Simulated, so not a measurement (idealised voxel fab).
Process module under the name voxel wiring stack
cross-section cut | 205 nm wide | cells 5 nm
In what follows, cross-sections appear as grids of square cells, described through bands that run from the top down, where every band is one or more rows of cells.
Band: top height; bottom height; in nm. Then, left to right: material with width in nm, for each material. "full width": a single material spanning edge to edge. "empty": empty space.
Ref level 0: as-received wafer is one material below here. Bottom band extends down with no lower bound ("0 down").
Think of "30 to 40" as a width that walks from the first number to the second as you go down the band, top row to bottom row, taking equal-sized steps from row to row.
No cell of the cross-section changed in a step that is given as "left unchanged".
Basically, "Closed internal voids" tells you about the enclosed voids: empty spaces with no open way to the top, 8 cells or bigger, each written width x height at distance, where distance is from the left edge, all in nm.
The remark found on a step's line after its settings is issued by the simulator itself and pertains to that step.
Steps that use a mask can have "overlay nm" on their line. It says how far the mask sat to the right of where it was meant to be. Negative means to the left.
Each pair of cross-sections that follows straddles one process step: the one shows the state before the step, the other the state after it, down to the lowest band that changed and no further. The step in question, and its settings, are given under the pair. Note that a pair is not necessarily a continuation of the pair above it, since pairs can come from different runs of this module on the same starting wafer; it is a continuation only where its entry headed "Status quo ante" says so.
## Status quo ante
    190 to 165 = resist (45), then empty (15), then resist (20), then empty (15), then resist (20), then empty (15), then resist (20), then empty (15), then resist (40)
    165 to 155 = aC full width
    155 to 120 = SiO2 full width
    120 to 115 = SiCN full width
    115 to 100 = SiO2 (40), then TiN (5), then Ru (10), then TiN (5), then SiO2 (15), then TiN (5), then Ru (10), then TiN (5), then SiO2 (15), then TiN (5), then Ru (10), then TiN (5), then SiO2 (15), then TiN (5), then Ru (10), then TiN (5), then SiO2 (40)
    100 to 95 = SiO2 (40), then TiN (5), then Ru (5), then TiN (10), then SiO2 (15), then TiN (20), then SiO2 (15), then TiN (5), then Ru (5), then TiN (10), then SiO2 (15), then TiN (20), then SiO2 (40)
    95 to 80 = SiO2 (40), then TiN (5), then Ru (5), then TiN (5), then SiO2 (55), then TiN (5), then Ru (5), then TiN (5), then SiO2 (80)
    80 to 75 = SiCN (40), then TiN (15), then SiCN (55), then TiN (15), then SiCN (80)
    75 to 65 = lowk (40), then TiN (5), then Ru (10), then TiN (5), then lowk (15), then TiN (5), then Ru (10), then TiN (5), then lowk (15), then TiN (5), then Ru (10), then TiN (5), then lowk (15), then TiN (5), then Ru (10), then TiN (5), then lowk (40)
    65 to 60 = lowk (40), then TiN (5), then Ru (5), then TiN (10), then lowk (15), then TiN (20), then lowk (15), then TiN (5), then Ru (5), then TiN (10), then lowk (15), then TiN (20), then lowk (40)
    60 to 45 = lowk (40), then TiN (5), then Ru (5), then TiN (5), then lowk (55), then TiN (5), then Ru (5), then TiN (5), then lowk (80)
    45 to 40 = SiCN (40), then TiN (15), then SiCN (55), then TiN (15), then SiCN (80)
    40 to 20 = SiO2 (35), then SiN (5), then W (20), then SiN (5), then SiO2 (5), then SiN (5), then W (20), then SiN (5), then SiO2 (5), then SiN (5), then W (20), then SiN (5), then SiO2 (5), then SiN (5), then W (20), then SiN (5), then SiO2 (35)
    20 to 15 = SiN (40), then TiN (20), then SiN (15), then TiN (20), then SiN (15), then TiN (20), then SiN (15), then TiN (20), then SiN (40)
    15 to 0 = SiO2 full width
    0 down = Si full width
    Closed internal voids: none
## Post-Step Appearance
    180 to 165 = resist (45), then empty (15), then resist (20), then empty (15), then resist (20), then empty (15), then resist (20), then empty (15), then resist (40)
    165 to 155 = aC (45), then empty (15), then aC (20), then empty (15), then aC (20), then empty (15), then aC (20), then empty (15), then aC (40)
    No changes below 155.
    Closed internal voids: none
Upper to lower cross-section via DIRECTIONAL_ETCH | etch materials aC | depth nm 10
Status quo ante: identical to the post-step cross-section of the immediately preceding pair.
## Post-Step Appearance
    165 to 155 = aC (45), then empty (15), then aC (20), then empty (15), then aC (20), then empty (15), then aC (20), then empty (15), then aC (40)
    No changes below 155.
    Closed internal voids: none
Upper to lower cross-section via STRIP | etch materials resist
Status quo ante: identical to the post-step cross-section of the immediately preceding pair.
## Post-Step Appearance
    165 to 155 = aC (45), then empty (15), then aC (20), then empty (15), then aC (20), then empty (15), then aC (20), then empty (15), then aC (40)
    155 to 135 = SiO2 (45), then empty (15), then SiO2 (20), then empty (15), then SiO2 (20), then empty (15), then SiO2 (20), then empty (15), then SiO2 (40)
    No changes below 135.
    Closed internal voids: none
Upper to lower cross-section via DIRECTIONAL_ETCH | etch materials SiO2 | depth nm 20
Status quo ante: identical to the post-step cross-section of the immediately preceding pair.
## Post-Step Appearance
    155 to 135 = SiO2 (45), then empty (15), then SiO2 (20), then empty (15), then SiO2 (20), then empty (15), then SiO2 (20), then empty (15), then SiO2 (40)
    No changes below 135.
    Closed internal voids: none
Upper to lower cross-section via STRIP | etch materials aC
Status quo ante: identical to the post-step cross-section of the immediately preceding pair.
## Post-Step Appearance
    175 to 155 = resist (40), then empty (15), then resist (55), then empty (15), then resist (80)
    155 to 135 = SiO2 (45), then empty (10), then resist (5), then SiO2 (20), then resist (15), then SiO2 (20), then empty (10), then resist (5), then SiO2 (20), then resist (15), then SiO2 (40)
    No changes below 135.
    Closed internal voids: none
Upper to lower cross-section via PATTERN | tone open | mask id METAL_4_HOLES | material resist | width nm 15 | pitch nm 70 | thk nm 20 | overlay nm 0
Status quo ante: identical to the post-step cross-section of the immediately preceding pair.
## Post-Step Appearance
    175 to 155 = resist (40), then empty (15), then resist (55), then empty (15), then resist (80)
    155 to 140 = SiO2 (40), then empty (15), then resist (5), then SiO2 (20), then resist (15), then SiO2 (15), then empty (15), then resist (5), then SiO2 (20), then resist (15), then SiO2 (40)
    140 to 135 = SiO2 (45), then empty (10), then resist (5), then SiO2 (20), then resist (15), then SiO2 (20), then empty (10), then resist (5), then SiO2 (20), then resist (15), then SiO2 (40)
    135 to 120 = SiO2 (45), then empty (10), then SiO2 (60), then empty (10), then SiO2 (80)
    No changes below 120.
    Closed internal voids: none
Upper to lower cross-section via DIRECTIONAL_ETCH | etch materials SiO2 | depth nm 15
Status quo ante: identical to the post-step cross-section of the immediately preceding pair.
## Post-Step Appearance
    175 to 155 = resist (40), then empty (15), then resist (55), then empty (15), then resist (80)
    155 to 140 = SiO2 (40), then empty (15), then resist (5), then SiO2 (20), then resist (15), then SiO2 (15), then empty (15), then resist (5), then SiO2 (20), then resist (15), then SiO2 (40)
    140 to 135 = SiO2 (45), then empty (10), then resist (5), then SiO2 (20), then resist (15), then SiO2 (20), then empty (10), then resist (5), then SiO2 (20), then resist (15), then SiO2 (40)
    135 to 120 = SiO2 (45), then empty (10), then SiO2 (60), then empty (10), then SiO2 (80)
    120 to 115 = SiCN (45), then empty (10), then SiCN (60), then empty (10), then SiCN (80)
    No changes below 115.
    Closed internal voids: none
Upper to lower cross-section via DIRECTIONAL_ETCH | etch materials SiCN | depth nm 5
Status quo ante: identical to the post-step cross-section of the immediately preceding pair.
## Post-Step Appearance
    155 to 140 = SiO2 (40), then empty (20), then SiO2 (20), then empty (15), then SiO2 (15), then empty (20), then SiO2 (20), then empty (15), then SiO2 (40)
    140 to 135 = SiO2 (45), then empty (15), then SiO2 (20), then empty (15), then SiO2 (20), then empty (15), then SiO2 (20), then empty (15), then SiO2 (40)
    No changes below 135.
    Closed internal voids: none
Upper to lower cross-section via STRIP | etch materials resist
Status quo ante: identical to the post-step cross-section of the immediately preceding pair.
## Post-Step Appearance
    160 to 155 = TiN (45), then empty (10), then TiN (30), then empty (5), then TiN (25), then empty (10), then TiN (30), then empty (5), then TiN (45)
    155 to 145 = SiO2 (40), then TiN (5), then empty (10), then TiN (5), then SiO2 (20), then TiN (5), then empty (5), then TiN (5), then SiO2 (15), then TiN (5), then empty (10), then TiN (5), then SiO2 (20), then TiN (5), then empty (5), then TiN (5), then SiO2 (40)
    145 to 140 = SiO2 (40), then TiN (10), then empty (5), then TiN (5), then SiO2 (20), then TiN (5), then empty (5), then TiN (5), then SiO2 (15), then TiN (10), then empty (5), then TiN (5), then SiO2 (20), then TiN (5), then empty (5), then TiN (5), then SiO2 (40)
    140 to 135 = SiO2 (45), then TiN (15), then SiO2 (20), then TiN (15), then SiO2 (20), then TiN (15), then SiO2 (20), then TiN (15), then SiO2 (40)
    135 to 120 = SiO2 (45), then TiN (10), then SiO2 (60), then TiN (10), then SiO2 (80)
    120 to 115 = SiCN (45), then TiN (10), then SiCN (60), then TiN (10), then SiCN (80)
    No changes below 115.
    Closed internal voids: none
Upper to lower cross-section via CONFORMAL_DEP | material TiN | thk nm 5
Status quo ante: identical to the post-step cross-section of the immediately preceding pair.
## Post-Step Appearance
    170 to 160 = Cu full width
    160 to 155 = TiN (45), then Cu (10), then TiN (30), then Cu (5), then TiN (25), then Cu (10), then TiN (30), then Cu (5), then TiN (45)
    155 to 145 = SiO2 (40), then TiN (5), then Cu (10), then TiN (5), then SiO2 (20), then TiN (5), then Cu (5), then TiN (5), then SiO2 (15), then TiN (5), then Cu (10), then TiN (5), then SiO2 (20), then TiN (5), then Cu (5), then TiN (5), then SiO2 (40)
    145 to 140 = SiO2 (40), then TiN (10), then Cu (5), then TiN (5), then SiO2 (20), then TiN (5), then Cu (5), then TiN (5), then SiO2 (15), then TiN (10), then Cu (5), then TiN (5), then SiO2 (20), then TiN (5), then Cu (5), then TiN (5), then SiO2 (40)
    No changes below 140.
    Closed internal voids: none
Upper to lower cross-section via FILL_DEP | material Cu | thk nm 10
Status quo ante: identical to the post-step cross-section of the immediately preceding pair.
## Post-Step Appearance
    155 to 145 = SiO2 (40), then TiN (5), then Cu (10), then TiN (5), then SiO2 (20), then TiN (5), then Cu (5), then TiN (5), then SiO2 (15), then TiN (5), then Cu (10), then TiN (5), then SiO2 (20), then TiN (5), then Cu (5), then TiN (5), then SiO2 (40)
    No changes below 145.
    Closed internal voids: none
Upper to lower cross-section via CMP | height nm 155
Status quo ante: identical to the post-step cross-section of the immediately preceding pair.
## Post-Step Appearance
    160 to 155 = SiCN full width
    No changes below 155.
    Closed internal voids: none
Upper to lower cross-section via CONFORMAL_DEP | material SiCN | thk nm 5
## Status quo ante
    75 to 45 = lowk (40), then empty (15), then lowk (55), then empty (15), then lowk (80)
    45 to 40 = SiCN full width
    40 to 20 = SiO2 (35), then SiN (5), then W (20), then SiN (5), then SiO2 (5), then SiN (5), then W (20), then SiN (5), then SiO2 (5), then SiN (5), then W (20), then SiN (5), then SiO2 (5), then SiN (5), then W (20), then SiN (5), then SiO2 (35)
    20 to 15 = SiN (40), then TiN (20), then SiN (15), then TiN (20), then SiN (15), then TiN (20), then SiN (15), then TiN (20), then SiN (40)
    15 to 0 = SiO2 full width
    0 down = Si full width
    Closed internal voids: none
## Post-Step Appearance
    95 to 75 = resist (45), then empty (20), then resist (15), then empty (20), then resist (15), then empty (20), then resist (15), then empty (20), then resist (35)
    75 to 45 = lowk (40), then resist (5), then empty (10), then lowk (55), then resist (5), then empty (10), then lowk (80)
    No changes below 45.
    Closed internal voids: none
Upper to lower cross-section via PATTERN | tone open | mask id METAL_2 | material resist | width nm 20 | pitch nm 35 | thk nm 20 | overlay nm 5
Status quo ante: identical to the post-step cross-section of the immediately preceding pair.
## Post-Step Appearance
    95 to 75 = resist (45), then empty (20), then resist (15), then empty (20), then resist (15), then empty (20), then resist (15), then empty (20), then resist (35)
    75 to 60 = lowk (40), then resist (5), then empty (20), then lowk (15), then empty (20), then lowk (10), then resist (5), then empty (20), then lowk (15), then empty (20), then lowk (35)
    No changes below 60.
    Closed internal voids: none
Upper to lower cross-section via DIRECTIONAL_ETCH | etch materials lowk | depth nm 15
Status quo ante: identical to the post-step cross-section of the immediately preceding pair.
## Post-Step Appearance
    95 to 75 = resist (45), then empty (20), then resist (15), then empty (20), then resist (15), then empty (20), then resist (15), then empty (20), then resist (35)
    75 to 60 = lowk (40), then resist (5), then empty (20), then lowk (15), then empty (20), then lowk (10), then resist (5), then empty (20), then lowk (15), then empty (20), then lowk (35)
    60 to 45 = lowk (40), then resist (5), then empty (10), then lowk (55), then resist (5), then empty (10), then lowk (80)
    45 to 40 = SiCN (45), then empty (10), then SiCN (60), then empty (10), then SiCN (80)
    No changes below 40.
    Closed internal voids: none
Upper to lower cross-section via DIRECTIONAL_ETCH | etch materials SiCN | depth nm 5
Status quo ante: identical to the post-step cross-section of the immediately preceding pair.
## Post-Step Appearance
    75 to 60 = lowk (40), then empty (25), then lowk (15), then empty (20), then lowk (10), then empty (25), then lowk (15), then empty (20), then lowk (35)
    60 to 45 = lowk (40), then empty (15), then lowk (55), then empty (15), then lowk (80)
    No changes below 45.
    Closed internal voids: none
Upper to lower cross-section via STRIP | etch materials resist
Status quo ante: identical to the post-step cross-section of the immediately preceding pair.
## Post-Step Appearance
    80 to 75 = TiN (45), then empty (15), then TiN (25), then empty (10), then TiN (20), then empty (15), then TiN (25), then empty (10), then TiN (40)
    75 to 65 = lowk (40), then TiN (5), then empty (15), then TiN (5), then lowk (15), then TiN (5), then empty (10), then TiN (5), then lowk (10), then TiN (5), then empty (15), then TiN (5), then lowk (15), then TiN (5), then empty (10), then TiN (5), then lowk (35)
    65 to 60 = lowk (40), then TiN (5), then empty (5), then TiN (15), then lowk (15), then TiN (20), then lowk (10), then TiN (5), then empty (5), then TiN (15), then lowk (15), then TiN (20), then lowk (35)
    60 to 50 = lowk (40), then TiN (5), then empty (5), then TiN (5), then lowk (55), then TiN (5), then empty (5), then TiN (5), then lowk (80)
    50 to 45 = lowk (40), then TiN (15), then lowk (55), then TiN (15), then lowk (80)
    45 to 40 = SiCN (45), then TiN (10), then SiCN (60), then TiN (10), then SiCN (80)
    No changes below 40.
    Closed internal voids: none
Upper to lower cross-section via CONFORMAL_DEP | material TiN | thk nm 5
Status quo ante: identical to the post-step cross-section of the immediately preceding pair.
## Post-Step Appearance
    85 to 80 = Ru full width
    80 to 75 = TiN (45), then Ru (15), then TiN (25), then Ru (10), then TiN (20), then Ru (15), then TiN (25), then Ru (10), then TiN (40)
    75 to 65 = lowk (40), then TiN (5), then Ru (15), then TiN (5), then lowk (15), then TiN (5), then Ru (10), then TiN (5), then lowk (10), then TiN (5), then Ru (15), then TiN (5), then lowk (15), then TiN (5), then Ru (10), then TiN (5), then lowk (35)
    65 to 60 = lowk (40), then TiN (5), then Ru (5), then TiN (15), then lowk (15), then TiN (20), then lowk (10), then TiN (5), then Ru (5), then TiN (15), then lowk (15), then TiN (20), then lowk (35)
    60 to 50 = lowk (40), then TiN (5), then Ru (5), then TiN (5), then lowk (55), then TiN (5), then Ru (5), then TiN (5), then lowk (80)
    No changes below 50.
    Closed internal voids: none
Upper to lower cross-section via FILL_DEP | material Ru | thk nm 5
Status quo ante: identical to the post-step cross-section of the immediately preceding pair.
## Post-Step Appearance
    75 to 65 = lowk (40), then TiN (5), then Ru (15), then TiN (5), then lowk (15), then TiN (5), then Ru (10), then TiN (5), then lowk (10), then TiN (5), then Ru (15), then TiN (5), then lowk (15), then TiN (5), then Ru (10), then TiN (5), then lowk (35)
    No changes below 65.
    Closed internal voids: none
Upper to lower cross-section via CMP | height nm 75
Status quo ante: identical to the post-step cross-section of the immediately preceding pair.
## Post-Step Appearance
    80 to 75 = SiCN full width
    No changes below 75.
    Closed internal voids: none
Upper to lower cross-section via CONFORMAL_DEP | material SiCN | thk nm 5
Status quo ante: identical to the post-step cross-section of the immediately preceding pair.
## Post-Step Appearance
    115 to 80 = SiO2 full width
    No changes below 80.
    Closed internal voids: none
Upper to lower cross-section via DIRECTIONAL_DEP | material SiO2 | thk nm 35
Status quo ante: identical to the post-step cross-section of the immediately preceding pair.
## Post-Step Appearance
    130 to 115 = aC full width
    No changes below 115.
    Closed internal voids: none
Upper to lower cross-section via DIRECTIONAL_DEP | material aC | thk nm 15
Status quo ante: identical to the post-step cross-section of the immediately preceding pair.
## Post-Step Appearance
    160 to 130 = resist (40), then empty (20), then resist (15), then empty (20), then resist (15), then empty (20), then resist (15), then empty (20), then resist (40)
    No changes below 130.
    Closed internal voids: none
Upper to lower cross-section via PATTERN | tone open | mask id METAL_3 | material resist | width nm 20 | pitch nm 35 | thk nm 30 | overlay nm 0
Status quo ante: identical to the post-step cross-section of the immediately preceding pair.
## Post-Step Appearance
    145 to 130 = resist (40), then empty (20), then resist (15), then empty (20), then resist (15), then empty (20), then resist (15), then empty (20), then resist (40)
    130 to 115 = aC (40), then empty (20), then aC (15), then empty (20), then aC (15), then empty (20), then aC (15), then empty (20), then aC (40)
    No changes below 115.
    Closed internal voids: none
Upper to lower cross-section via DIRECTIONAL_ETCH | etch materials aC | depth nm 15
Status quo ante: identical to the post-step cross-section of the immediately preceding pair.
## Post-Step Appearance
    130 to 115 = aC (40), then empty (20), then aC (15), then empty (20), then aC (15), then empty (20), then aC (15), then empty (20), then aC (40)
    No changes below 115.
    Closed internal voids: none
Upper to lower cross-section via STRIP | etch materials resist
Status quo ante: identical to the post-step cross-section of the immediately preceding pair.
## Post-Step Appearance
    130 to 115 = aC (40), then empty (20), then aC (15), then empty (20), then aC (15), then empty (20), then aC (15), then empty (20), then aC (40)
    115 to 95 = SiO2 (40), then empty (20), then SiO2 (15), then empty (20), then SiO2 (15), then empty (20), then SiO2 (15), then empty (20), then SiO2 (40)
    No changes below 95.
    Closed internal voids: none
Upper to lower cross-section via DIRECTIONAL_ETCH | etch materials SiO2 | depth nm 20
Status quo ante: identical to the post-step cross-section of the immediately preceding pair.
## Post-Step Appearance
    115 to 95 = SiO2 (40), then empty (20), then SiO2 (15), then empty (20), then SiO2 (15), then empty (20), then SiO2 (15), then empty (20), then SiO2 (40)
    No changes below 95.
    Closed internal voids: none
Upper to lower cross-section via STRIP | etch materials aC
Status quo ante: identical to the post-step cross-section of the immediately preceding pair.
## Post-Step Appearance
    115 to 95 = SiO2 (40), then empty (20), then SiO2 (15), then empty (20), then SiO2 (15), then empty (20), then SiO2 (15), then empty (20), then SiO2 (40)
    95 to 80 = SiO2 (40), then empty (15), then SiO2 (55), then empty (15), then SiO2 (80)
    No changes below 80.
    Closed internal voids: none
Upper to lower cross-section via MASKED_ETCH | tone open | mask id METAL_3_HOLES | width nm 15 | pitch nm 70 | etch materials SiO2 | depth nm 15 | overlay nm 0
Status quo ante: identical to the post-step cross-section of the immediately preceding pair.
## Post-Step Appearance
    115 to 95 = SiO2 (40), then empty (20), then SiO2 (15), then empty (20), then SiO2 (15), then empty (20), then SiO2 (15), then empty (20), then SiO2 (40)
    95 to 80 = SiO2 (40), then empty (15), then SiO2 (55), then empty (15), then SiO2 (80)
    80 to 75 = SiCN (40), then empty (15), then SiCN (55), then empty (15), then SiCN (80)
    No changes below 75.
    Closed internal voids: none
Upper to lower cross-section via MASKED_ETCH | tone open | mask id METAL_3_HOLES | width nm 15 | pitch nm 70 | etch materials SiCN | depth nm 5 | overlay nm 0
Status quo ante: identical to the post-step cross-section of the immediately preceding pair.
## Post-Step Appearance
    120 to 115 = TiN (45), then empty (10), then TiN (25), then empty (10), then TiN (25), then empty (10), then TiN (25), then empty (10), then TiN (45)
    115 to 100 = SiO2 (40), then TiN (5), then empty (10), then TiN (5), then SiO2 (15), then TiN (5), then empty (10), then TiN (5), then SiO2 (15), then TiN (5), then empty (10), then TiN (5), then SiO2 (15), then TiN (5), then empty (10), then TiN (5), then SiO2 (40)
    100 to 95 = SiO2 (40), then TiN (5), then empty (5), then TiN (10), then SiO2 (15), then TiN (20), then SiO2 (15), then TiN (5), then empty (5), then TiN (10), then SiO2 (15), then TiN (20), then SiO2 (40)
    95 to 80 = SiO2 (40), then TiN (5), then empty (5), then TiN (5), then SiO2 (55), then TiN (5), then empty (5), then TiN (5), then SiO2 (80)
    80 to 75 = SiCN (40), then TiN (15), then SiCN (55), then TiN (15), then SiCN (80)
    No changes below 75.
    Closed internal voids: none
Upper to lower cross-section via CONFORMAL_DEP | material TiN | thk nm 5
Status quo ante: identical to the post-step cross-section of the immediately preceding pair.
## Post-Step Appearance
    125 to 120 = Ru full width
    120 to 115 = TiN (45), then Ru (10), then TiN (25), then Ru (10), then TiN (25), then Ru (10), then TiN (25), then Ru (10), then TiN (45)
    115 to 100 = SiO2 (40), then TiN (5), then Ru (10), then TiN (5), then SiO2 (15), then TiN (5), then Ru (10), then TiN (5), then SiO2 (15), then TiN (5), then Ru (10), then TiN (5), then SiO2 (15), then TiN (5), then Ru (10), then TiN (5), then SiO2 (40)
    100 to 95 = SiO2 (40), then TiN (5), then Ru (5), then TiN (10), then SiO2 (15), then TiN (20), then SiO2 (15), then TiN (5), then Ru (5), then TiN (10), then SiO2 (15), then TiN (20), then SiO2 (40)
    95 to 80 = SiO2 (40), then TiN (5), then Ru (5), then TiN (5), then SiO2 (55), then TiN (5), then Ru (5), then TiN (5), then SiO2 (80)
    No changes below 80.
    Closed internal voids: none
Upper to lower cross-section via FILL_DEP | material Ru | thk nm 5
Status quo ante: identical to the post-step cross-section of the immediately preceding pair.
## Post-Step Appearance
    115 to 100 = SiO2 (40), then TiN (5), then Ru (10), then TiN (5), then SiO2 (15), then TiN (5), then Ru (10), then TiN (5), then SiO2 (15), then TiN (5), then Ru (10), then TiN (5), then SiO2 (15), then TiN (5), then Ru (10), then TiN (5), then SiO2 (40)
    No changes below 100.
    Closed internal voids: none
Upper to lower cross-section via CMP | height nm 115
Status quo ante: identical to the post-step cross-section of the immediately preceding pair.
## Post-Step Appearance
    120 to 115 = SiCN full width
    No changes below 115.
    Closed internal voids: none
Upper to lower cross-section via CONFORMAL_DEP | material SiCN | thk nm 5
Status quo ante: identical to the post-step cross-section of the immediately preceding pair.
## Post-Step Appearance
    155 to 120 = SiO2 full width
    No changes below 120.
    Closed internal voids: none
Upper to lower cross-section via DIRECTIONAL_DEP | material SiO2 | thk nm 35
Status quo ante: identical to the post-step cross-section of the immediately preceding pair.
## Post-Step Appearance
    165 to 155 = aC full width
    No changes below 155.
    Closed internal voids: none
Upper to lower cross-section via DIRECTIONAL_DEP | material aC | thk nm 10
Status quo ante: identical to the post-step cross-section of the immediately preceding pair.
## Post-Step Appearance
    190 to 165 = resist (40), then empty (20), then resist (15), then empty (20), then resist (15), then empty (20), then resist (15), then empty (20), then resist (40)
    No changes below 165.
    Closed internal voids: none
Upper to lower cross-section via PATTERN | tone open | mask id METAL_4 | material resist | width nm 20 | pitch nm 35 | thk nm 25 | overlay nm 0
Status quo ante: identical to the post-step cross-section of the immediately preceding pair.
## Post-Step Appearance
    180 to 165 = resist (40), then empty (20), then resist (15), then empty (20), then resist (15), then empty (20), then resist (15), then empty (20), then resist (40)
    165 to 155 = aC (40), then empty (20), then aC (15), then empty (20), then aC (15), then empty (20), then aC (15), then empty (20), then aC (40)
    No changes below 155.
    Closed internal voids: none
Upper to lower cross-section via DIRECTIONAL_ETCH | etch materials aC | depth nm 10
Status quo ante: identical to the post-step cross-section of the immediately preceding pair.
## Post-Step Appearance
    165 to 155 = aC (40), then empty (20), then aC (15), then empty (20), then aC (15), then empty (20), then aC (15), then empty (20), then aC (40)
    No changes below 155.
    Closed internal voids: none
Upper to lower cross-section via STRIP | etch materials resist
Status quo ante: identical to the post-step cross-section of the immediately preceding pair.
## Post-Step Appearance
    165 to 155 = aC (40), then empty (20), then aC (15), then empty (20), then aC (15), then empty (20), then aC (15), then empty (20), then aC (40)
    155 to 135 = SiO2 (40), then empty (20), then SiO2 (15), then empty (20), then SiO2 (15), then empty (20), then SiO2 (15), then empty (20), then SiO2 (40)
    No changes below 135.
    Closed internal voids: none
Upper to lower cross-section via DIRECTIONAL_ETCH | etch materials SiO2 | depth nm 20
Status quo ante: identical to the post-step cross-section of the immediately preceding pair.
## Post-Step Appearance
    155 to 135 = SiO2 (40), then empty (20), then SiO2 (15), then empty (20), then SiO2 (15), then empty (20), then SiO2 (15), then empty (20), then SiO2 (40)
    No changes below 135.
    Closed internal voids: none
Upper to lower cross-section via STRIP | etch materials aC
Status quo ante: identical to the post-step cross-section of the immediately preceding pair.
## Post-Step Appearance
    175 to 155 = resist (40), then empty (15), then resist (55), then empty (15), then resist (80)
    155 to 135 = SiO2 (40), then empty (15), then resist (5), then SiO2 (15), then resist (20), then SiO2 (15), then empty (15), then resist (5), then SiO2 (15), then resist (20), then SiO2 (40)
    No changes below 135.
    Closed internal voids: none
Upper to lower cross-section via PATTERN | tone open | mask id METAL_4_HOLES | material resist | width nm 15 | pitch nm 70 | thk nm 20 | overlay nm 0
Status quo ante: identical to the post-step cross-section of the immediately preceding pair.
## Post-Step Appearance
    175 to 155 = resist (40), then empty (15), then resist (55), then empty (15), then resist (80)
    155 to 135 = SiO2 (40), then empty (15), then resist (5), then SiO2 (15), then resist (20), then SiO2 (15), then empty (15), then resist (5), then SiO2 (15), then resist (20), then SiO2 (40)
    135 to 120 = SiO2 (40), then empty (15), then SiO2 (55), then empty (15), then SiO2 (80)
    No changes below 120.
    Closed internal voids: none
Upper to lower cross-section via DIRECTIONAL_ETCH | etch materials SiO2 | depth nm 15
Status quo ante: identical to the post-step cross-section of the immediately preceding pair.
## Post-Step Appearance
    175 to 155 = resist (40), then empty (15), then resist (55), then empty (15), then resist (80)
    155 to 135 = SiO2 (40), then empty (15), then resist (5), then SiO2 (15), then resist (20), then SiO2 (15), then empty (15), then resist (5), then SiO2 (15), then resist (20), then SiO2 (40)
    135 to 120 = SiO2 (40), then empty (15), then SiO2 (55), then empty (15), then SiO2 (80)
    120 to 115 = SiCN (40), then empty (15), then SiCN (55), then empty (15), then SiCN (80)
    No changes below 115.
    Closed internal voids: none
Upper to lower cross-section via DIRECTIONAL_ETCH | etch materials SiCN | depth nm 5
Status quo ante: identical to the post-step cross-section of the immediately preceding pair.
## Post-Step Appearance
    155 to 135 = SiO2 (40), then empty (20), then SiO2 (15), then empty (20), then SiO2 (15), then empty (20), then SiO2 (15), then empty (20), then SiO2 (40)
    No changes below 135.
    Closed internal voids: none
Upper to lower cross-section via STRIP | etch materials resist
Status quo ante: identical to the post-step cross-section of the immediately preceding pair.
## Post-Step Appearance
    160 to 155 = TiN (45), then empty (10), then TiN (25), then empty (10), then TiN (25), then empty (10), then TiN (25), then empty (10), then TiN (45)
    155 to 140 = SiO2 (40), then TiN (5), then empty (10), then TiN (5), then SiO2 (15), then TiN (5), then empty (10), then TiN (5), then SiO2 (15), then TiN (5), then empty (10), then TiN (5), then SiO2 (15), then TiN (5), then empty (10), then TiN (5), then SiO2 (40)
    140 to 135 = SiO2 (40), then TiN (5), then empty (5), then TiN (10), then SiO2 (15), then TiN (20), then SiO2 (15), then TiN (5), then empty (5), then TiN (10), then SiO2 (15), then TiN (20), then SiO2 (40)
    135 to 120 = SiO2 (40), then TiN (5), then empty (5), then TiN (5), then SiO2 (55), then TiN (5), then empty (5), then TiN (5), then SiO2 (80)
    120 to 115 = SiCN (40), then TiN (15), then SiCN (55), then TiN (15), then SiCN (80)
    No changes below 115.
    Closed internal voids: none
Upper to lower cross-section via CONFORMAL_DEP | material TiN | thk nm 5
Status quo ante: identical to the post-step cross-section of the immediately preceding pair.
## Post-Step Appearance
    170 to 160 = Cu full width
    160 to 155 = TiN (45), then Cu (10), then TiN (25), then Cu (10), then TiN (25), then Cu (10), then TiN (25), then Cu (10), then TiN (45)
    155 to 140 = SiO2 (40), then TiN (5), then Cu (10), then TiN (5), then SiO2 (15), then TiN (5), then Cu (10), then TiN (5), then SiO2 (15), then TiN (5), then Cu (10), then TiN (5), then SiO2 (15), then TiN (5), then Cu (10), then TiN (5), then SiO2 (40)
    140 to 135 = SiO2 (40), then TiN (5), then Cu (5), then TiN (10), then SiO2 (15), then TiN (20), then SiO2 (15), then TiN (5), then Cu (5), then TiN (10), then SiO2 (15), then TiN (20), then SiO2 (40)
    135 to 120 = SiO2 (40), then TiN (5), then Cu (5), then TiN (5), then SiO2 (55), then TiN (5), then Cu (5), then TiN (5), then SiO2 (80)
    No changes below 120.
    Closed internal voids: none
Upper to lower cross-section via FILL_DEP | material Cu | thk nm 10
Status quo ante: identical to the post-step cross-section of the immediately preceding pair.
## Post-Step Appearance
    155 to 140 = SiO2 (40), then TiN (5), then Cu (10), then TiN (5), then SiO2 (15), then TiN (5), then Cu (10), then TiN (5), then SiO2 (15), then TiN (5), then Cu (10), then TiN (5), then SiO2 (15), then TiN (5), then Cu (10), then TiN (5), then SiO2 (40)
    No changes below 140.
    Closed internal voids: none
Upper to lower cross-section via CMP | height nm 155
Status quo ante: identical to the post-step cross-section of the immediately preceding pair.
## Post-Step Appearance
    160 to 155 = SiCN full width
    No changes below 155.
    Closed internal voids: none
Upper to lower cross-section via CONFORMAL_DEP | material SiCN | thk nm 5
